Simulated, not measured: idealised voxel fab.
Herein follows the process module entitled voxel self aligned contacts.
Section shown: cut. Width: 160 nm. Cell size: 5 nm, square.
For the purposes of this document, a cross-section shall be understood as a grid of square cells, specified as bands listed in top-to-bottom order, each band consisting of one or more rows of cells.
This entry defines a band. It first specifies the height of the band's top and the height of its bottom in nm, and then specifies the band's materials from left to right, stating each material with its width in nm. The word "edge to edge" identifies a single material that fills the band from edge to edge, while the word "empty" identifies empty space.
For the purposes of this specification, 0 denotes the height below which the wafer in its as-received condition is composed wholly of one material, and the lowermost band, lacking a lower limit, extends downward without end, as expressed in "0 and below".
With a width like "30 to 40", each row of cells in the band differs from the next by the same amount, the top row carrying the first number and the bottom row the second.
"remained the same" for a step: no cell of the cross-section changed in that step.
In "Sealed void listing" the enclosed voids are listed, meaning empty spaces of 8 cells or larger without any opening to the top. The form is width x height at distance, distance from the left edge, units nm.
On a step's line, text after the settings is the simulator commenting on that step.
On any step carrying a mask, the "overlay nm" setting, if present on the step's line, tells how far right of its planned place the mask lay; negative values point to the left.

Listed below are the process steps as planned
1. RECEIVE,material Si
2. CONFORMAL_DEP,material SiO2,thk nm 5
3. DIRECTIONAL_DEP,material polySi,thk nm 20
4. DIRECTIONAL_DEP,material SiN,thk nm 20
5. MASKED_ETCH,tone cover,mask id GATE,width nm 30,pitch nm 75,etch materials SiN,depth nm 20,overlay nm 0
6. MASKED_ETCH,tone cover,mask id GATE,width nm 30,pitch nm 75,etch materials polySi,depth nm 20,overlay nm 0
7. CONFORMAL_DEP,material SiN,thk nm 10
8. DIRECTIONAL_ETCH,etch materials SiN,depth nm 10
9. FILL_DEP,material SiO2,thk nm 15
10. CMP,height nm 50
11. PATTERN,tone open,mask id CONTACT,material resist,width nm 55,thk nm 20,overlay nm 0
12. DIRECTIONAL_ETCH,etch materials SiO2,depth nm 50
13. STRIP,etch materials resist
14. CONFORMAL_DEP,material TiN,thk nm 5
15. FILL_DEP,material W,thk nm 10
16. CMP,height nm 50
17. CONFORMAL_DEP,material SiN,thk nm 5

Received-state cross-section, reflecting completion of step 1
- 0 and below: Si edge to edge
- Sealed void listing: none

Run as planned - first of the two wafers cross-sectioned at the end of the module
- 55 down to 50: SiN edge to edge
- 50 down to 45: SiO2=50; TiN=20; W=15; TiN=20; SiO2=55
- 45 down to 25: SiO2=15; SiN=50; TiN=5; W=15; TiN=5; SiN=50; SiO2=20
- 25 down to 5: SiO2=15; SiN=10; polySi=30; SiN=10; TiN=5; W=15; TiN=5; SiN=10; polySi=30; SiN=10; SiO2=20
- 5 down to 0: SiO2=65; TiN=25; SiO2=70
- 0 and below: Si edge to edge
- Sealed void listing: none

End-of-module cross-section of the second wafer: identical starting point and process plan to the first, with one processing mistake
- 55 down to 50: SiN edge to edge
- 50 down to 45: SiO2=55; TiN=15; W=15; TiN=20; SiO2=55
- 45 down to 25: SiO2=15; SiN=50; TiN=5; W=15; TiN=5; SiN=50; SiO2=20
- 25 down to 5: SiO2=15; SiN=10; polySi=30; SiN=10; TiN=5; W=15; TiN=5; SiN=10; polySi=30; SiN=10; SiO2=20
- 5 down to 0: SiO2=65; TiN=25; SiO2=70
- 0 and below: Si edge to edge
- Sealed void listing: none
What was done differently from what was planned? step 11 did not use the planned setting and instead ran as PATTERN,tone open,mask id CONTACT,material resist,width nm 50,thk nm 20,overlay nm 0
End of process, cell counts, second wafer against first, materials with more or fewer: 1 more of SiO2; 1 fewer of TiN
